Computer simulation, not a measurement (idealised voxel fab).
Title: Process Module voxel self aligned contacts
Pictured: cross-section cut, 250 nm wide, on a grid of 5 nm square cells.
A cross-section is written here as square cells arranged in a grid, and it is given in bands from the top down, each band taking up one or more rows of cells.
Band: top and bottom heights (nm) first, top before bottom; then materials from left to right, widths in nm. "all across" marks a sole material filling the band edge to edge. "blank" denotes empty space.
Heights are expressed relative to 0, this being the level below which the as-received wafer comprises one material exclusively. The lowest band is unbounded in the downward direction and is denoted as in "top 0, no bottom".
When a width is written as two numbers, as in "30 to 40", the first number is the width in the top row of cells of the band and the second is the width in its bottom row, and the width changes by the same amount from each row to the next.
The cross-section has no changed cell in any step marked "remained unchanged".
"Closed cavity list" lists enclosed empty spaces (at least 8 cells, no open path upward to the top), each as width x height at distance from the left edge, in nm.
What comes after the settings on a step's line is commentary from the simulator itself on that step.
When a step includes a mask, the "overlay nm" setting on its line states how far to the right of its planned place that mask lay, and negative values state how far to the left.
Here's what the planned process steps look like
| 1 | RECEIVE,material Si |
| 2 | CONFORMAL_DEP,material SiO2,thk nm 5 |
| 3 | DIRECTIONAL_DEP,material polySi,thk nm 25 |
| 4 | DIRECTIONAL_DEP,material SiN,thk nm 20 |
| 5 | DIRECTIONAL_DEP,material aC,thk nm 10 |
| 6 | PATTERN,tone cover,mask id GATE,material resist,width nm 25,pitch nm 70,thk nm 30,overlay nm 0 |
| 7 | DIRECTIONAL_ETCH,etch materials aC,depth nm 10 |
| 8 | STRIP,etch materials resist |
| 9 | DIRECTIONAL_ETCH,etch materials SiN,depth nm 20 |
| 10 | DIRECTIONAL_ETCH,etch materials polySi,depth nm 25 |
| 11 | STRIP,etch materials aC |
| 12 | CONFORMAL_DEP,material SiN,thk nm 5 |
| 13 | DIRECTIONAL_ETCH,etch materials SiN,depth nm 5 |
| 14 | FILL_DEP,material SiO2,thk nm 15 |
| 15 | CMP,height nm 60 |
| 16 | DIRECTIONAL_DEP,material aC,thk nm 10 |
| 17 | PATTERN,tone open,mask id CONTACT,material resist,width nm 55,pitch nm 70,thk nm 25,overlay nm 0 |
| 18 | DIRECTIONAL_ETCH,etch materials aC,depth nm 10 |
| 19 | STRIP,etch materials resist |
| 20 | DIRECTIONAL_ETCH,etch materials SiO2,depth nm 60 |
| 21 | STRIP,etch materials aC |
| 22 | CONFORMAL_DEP,material TiN,thk nm 5 |
| 23 | FILL_DEP,material Ru,thk nm 10 |
| 24 | CMP,height nm 60 |
| 25 | CONFORMAL_DEP,material SiN,thk nm 5 |
It is noted that the wafers described herein are identical at the outset and are distinguished by the width nm of step 6; the value stated in the plan corresponds to the first wafer.
First wafer of several, as received: cross-section after step 1
- top 0, no bottom  Si all across
- Closed cavity list: none
Below, a row for every wafer. Read it as the end-of-module picture: for each material the wafer shows its cells gained (+) or lost (-) since it was received, and then its closed voids
width nm 25; +118 Ru; +164 SiN; +227 SiO2; +66 TiN; +75 polySi; Closed cavity list: none
width nm 30; +98 Ru; +176 SiN; +220 SiO2; +66 TiN; +90 polySi; Closed cavity list: none
width nm 35; +78 Ru; +188 SiN; +213 SiO2; +66 TiN; +105 polySi; Closed cavity list: none
width nm 40; +58 Ru; +200 SiN; +206 SiO2; +66 TiN; +120 polySi; Closed cavity list: none
width nm 45; +38 Ru; +212 SiN; +199 SiO2; +66 TiN; +135 polySi; Closed cavity list: none
width nm 50; +18 Ru; +224 SiN; +192 SiO2; +66 TiN; +150 polySi; Closed cavity list: none
